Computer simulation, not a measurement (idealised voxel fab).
The following is a process module called voxel wiring stack.
Each square cell in cross-section cut measures 5 nm, and the section as a whole is 300 nm wide.
Square cells in a grid make up a cross-section in this document, and the grid is given as bands, listed from the top down, each one or more rows of cells. The entry gives the band's vertical extent as a top height and a bottom height in nm, then its horizontal make-up as materials from left to right, each with a width in nm. "empty" stands for empty space; a single material marked "throughout" fills the band edge to edge. For the purposes of this specification, 0 denotes the height below which the wafer in its as-received condition is composed wholly of one material, and the lowermost band, lacking a lower limit, extends downward without end, as expressed in "top 0, no bottom". Read "30 to 40" as a graded width: first number on top, second number at the bottom, same change between each pair of neighbouring rows. "left unchanged" -> step changed no cross-section cell. This entry, "Trapped cavities", enumerates those empty regions of no fewer than 8 cells that possess no open connection to the top. Each region is reported in the form width x height at distance, the distance being taken from the left edge, with all three quantities expressed in nm. On each step's line, the part that comes after the settings is the simulator's own comment on the step. "overlay nm" on a masked step: distance the mask lay right of its planned place, negative for left.

[Listed below are the process steps as planned]
| 1 | RECEIVE | material Si |
| 2 | CONFORMAL_DEP | material SiO2 | thk nm 15 |
| 3 | CONFORMAL_DEP | material SiN | thk nm 5 |
| 4 | DIRECTIONAL_DEP | material SiO2 | thk nm 15 |
| 5 | DIRECTIONAL_DEP | material aC | thk nm 10 |
| 6 | PATTERN | tone open | mask id METAL_1 | material resist | width nm 30 | pitch nm 55 | thk nm 25 | overlay nm 0 |
| 7 | DIRECTIONAL_ETCH | etch materials aC | depth nm 10 |
| 8 | STRIP | etch materials resist |
| 9 | DIRECTIONAL_ETCH | etch materials SiO2 | depth nm 15 |
| 10 | DIRECTIONAL_ETCH | etch materials SiN | depth nm 5 |
| 11 | STRIP | etch materials aC |
| 12 | CONFORMAL_DEP | material TiN | thk nm 5 |
| 13 | FILL_DEP | material Ru | thk nm 10 |
| 14 | CMP | height nm 35 |
| 15 | CONFORMAL_DEP | material SiCN | thk nm 5 |
| 16 | DIRECTIONAL_DEP | material lowk | thk nm 30 |
| 17 | PATTERN | tone open | mask id METAL_2 | material resist | width nm 30 | pitch nm 55 | thk nm 20 | overlay nm 0 |
| 18 | DIRECTIONAL_ETCH | etch materials lowk | depth nm 20 |
| 19 | STRIP | etch materials resist |
| 20 | MASKED_ETCH | tone open | mask id METAL_2_HOLES | width nm 15 | pitch nm 55 | etch materials lowk | depth nm 10 | overlay nm 0 |
| 21 | MASKED_ETCH | tone open | mask id METAL_2_HOLES | width nm 15 | pitch nm 55 | etch materials SiCN | depth nm 5 | overlay nm 0 |
| 22 | CONFORMAL_DEP | material TiN | thk nm 5 |
| 23 | FILL_DEP | material Cu | thk nm 10 |
| 24 | CMP | height nm 70 |
| 25 | CONFORMAL_DEP | material SiCN | thk nm 5 |
| 26 | DIRECTIONAL_DEP | material SiO2 | thk nm 30 |
| 27 | MASKED_ETCH | tone open | mask id METAL_3_HOLES | width nm 15 | pitch nm 55 | etch materials SiO2 | depth nm 30 | overlay nm 0 |
| 28 | MASKED_ETCH | tone open | mask id METAL_3 | width nm 30 | pitch nm 55 | etch materials SiO2 | depth nm 20 | overlay nm 0 |
| 29 | MASKED_ETCH | tone open | mask id METAL_3 | width nm 30 | pitch nm 55 | etch materials SiCN | depth nm 5 | overlay nm 0 |
| 30 | CONFORMAL_DEP | material TiN | thk nm 5 |
| 31 | FILL_DEP | material Cu | thk nm 5 |
| 32 | CMP | height nm 105 |
| 33 | CONFORMAL_DEP | material SiCN | thk nm 5 |
| 34 | DIRECTIONAL_DEP | material lowk | thk nm 30 |
| 35 | MASKED_ETCH | tone open | mask id METAL_4_HOLES | width nm 15 | pitch nm 55 | etch materials lowk | depth nm 30 | overlay nm 0 |
| 36 | DIRECTIONAL_DEP | material aC | thk nm 10 |
| 37 | PATTERN | tone open | mask id METAL_4 | material resist | width nm 30 | pitch nm 55 | thk nm 30 | overlay nm 0 |
| 38 | DIRECTIONAL_ETCH | etch materials aC | depth nm 10 |
| 39 | STRIP | etch materials resist |
| 40 | DIRECTIONAL_ETCH | etch materials lowk | depth nm 20 |
| 41 | DIRECTIONAL_ETCH | etch materials SiCN | depth nm 5 |
| 42 | STRIP | etch materials aC |
| 43 | CONFORMAL_DEP | material TiN | thk nm 5 |
| 44 | FILL_DEP | material Cu | thk nm 5 |
| 45 | CMP | height nm 140 |
| 46 | CONFORMAL_DEP | material SiN | thk nm 5 |

[So this is the incoming wafer in cross-section - it's already been through step 1]
top 0, no bottom: Si throughout
Trapped cavities: none

[Look at the cross-section after the module: the wafer started out the way shown above and the plan was the one shown above, yet one mistake was made along the way]
top 145, bottom 140: SiN throughout
top 140, bottom 125: lowk 80; TiN 5; Cu 20; TiN 5; lowk 25; TiN 5; Cu 20; TiN 5; lowk 25; TiN 5; Cu 20; TiN 5; lowk 80
top 125, bottom 120: lowk 80; TiN 5; Cu 5; TiN 20; lowk 25; TiN 5; Cu 5; TiN 20; lowk 25; TiN 5; Cu 5; TiN 20; lowk 80
top 120, bottom 110: lowk 80; TiN 5; Cu 5; TiN 5; lowk 40; TiN 5; Cu 5; TiN 5; lowk 40; TiN 5; Cu 5; TiN 5; lowk 95
top 110, bottom 105: SiCN 80; TiN 15; SiCN 40; TiN 15; SiCN 40; TiN 15; SiCN 95
top 105, bottom 95: SiO2 80; TiN 5; Cu 20 to 5; TiN 5 to 20; SiO2 25; TiN 5; Cu 20 to 5; TiN 5 to 20; SiO2 25; TiN 5; Cu 20 to 5; TiN 5 to 20; SiO2 80
top 95, bottom 85: SiO2 80; TiN 5; Cu 5; TiN 5; SiO2 40; TiN 5; Cu 5; TiN 5; SiO2 40; TiN 5; Cu 5; TiN 5; SiO2 95
top 85, bottom 80: SiCN 80; TiN 15; SiCN 40; TiN 15; SiCN 40; TiN 15; SiCN 95
top 80, bottom 75: Cu throughout
top 75, bottom 70: TiN 85; Cu 20; TiN 35; Cu 20; TiN 35; Cu 20; TiN 85
top 70, bottom 55: lowk 80; TiN 5; Cu 20; TiN 5; lowk 25; TiN 5; Cu 20; TiN 5; lowk 25; TiN 5; Cu 20; TiN 5; lowk 80
top 55, bottom 50: lowk 80; TiN 5; Cu 5; TiN 20; lowk 25; TiN 5; Cu 5; TiN 20; lowk 25; TiN 5; Cu 5; TiN 20; lowk 80
top 50, bottom 40: lowk 80; TiN 5; Cu 5; TiN 5; lowk 40; TiN 5; Cu 5; TiN 5; lowk 40; TiN 5; Cu 5; TiN 5; lowk 95
top 40, bottom 35: SiCN 80; TiN 15; SiCN 40; TiN 15; SiCN 40; TiN 15; SiCN 95
top 35, bottom 20: SiO2 80; TiN 5; Ru 20; TiN 5; SiO2 25; TiN 5; Ru 20; TiN 5; SiO2 25; TiN 5; Ru 20; TiN 5; SiO2 80
top 20, bottom 15: SiN 80; TiN 30; SiN 25; TiN 30; SiN 25; TiN 30; SiN 80
top 15, bottom 0: SiO2 throughout
top 0, no bottom: Si throughout
Trapped cavities: none
What went wrong in running the wafer? so step 24 ended up running with a different setting than we planned, it ran as CMP | height nm 80
